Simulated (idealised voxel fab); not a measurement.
Process module under the name voxel tone inversion
Xsec cut, 220 nm wide, square cell size 5 nm.
We lay out every cross-section as a grid of square cells and spell it out in bands from the top down, where one band means one or more rows of cells. In this notation a band is specified by the heights of its top and bottom, in that order and in nm, after which its materials appear from left to right, each paired with its width in nm. The word "full width" attached to a single material means that material fills the band from edge to edge; the word "air" stands for empty space. Note: height 0 marks the level under which the wafer is uniformly one material as received. Lowest band unbounded below, written "z 0 and below". Width "30..40": first value at the band's top row of cells, second value at its bottom row, equal change from row to row. Take "nothing altered" at face value: in the step it is given for, the cross-section changed in none of its cells. The label "Voids, fully enclosed" introduces a list of the empty spaces, 8 cells or larger, that have no open way up to the top; each entry in it reads width x height at distance, where the distance is taken from the left edge and all three are stated in nm. If you see something after the settings on a step's line, that's the simulator's own remark about that step. You can add "overlay nm" to a step's line. For a step with a mask, it describes how far the mask lay to the right of its planned position, and a negative number describes a lay to the left.
HERE'S WHAT THE PLANNED PROCESS STEPS LOOK LIKE
- 1: RECEIVE | material Si
- 2: CONFORMAL_DEP | material SiN | thk nm 5
- 3: DIRECTIONAL_DEP | material polySi | thk nm 20
- 4: PATTERN | tone cover | mask id POSTS | material resist | width nm 15 | pitch nm 45 | thk nm 25 | overlay nm 0
- 5: DIRECTIONAL_ETCH | etch materials polySi | depth nm 20
- 6: STRIP | etch materials resist
- 7: FILL_DEP | material lowk | thk nm 10
- 8: CMP | height nm 25
- 9: STRIP | etch materials polySi
INCOMING WAFER IN CROSS-SECTION (STATE: AFTER STEP 1)
- z 0 and below  Si full width
- Voids, fully enclosed: none
CROSS-SECTIONAL RESULT AFTER MODULE COMPLETION. NOTE: STARTING CONDITION AND PLAN ARE UNCHANGED FROM ABOVE; ONE PROCESSING MISTAKE WAS MADE
- z 25 to 5  lowk 35 / air 20 / lowk 25 / air 20 / lowk 25 / air 20 / lowk 25 / air 20 / lowk 30
- z 5 to 0  SiN full width
- z 0 and below  Si full width
- Voids, fully enclosed: none
Error vs. plan: step 4 ran with different settings than intended, the actual operation and settings being PATTERN | tone cover | mask id POSTS | material resist | width nm 20 | pitch nm 45 | thk nm 25 | overlay nm 0
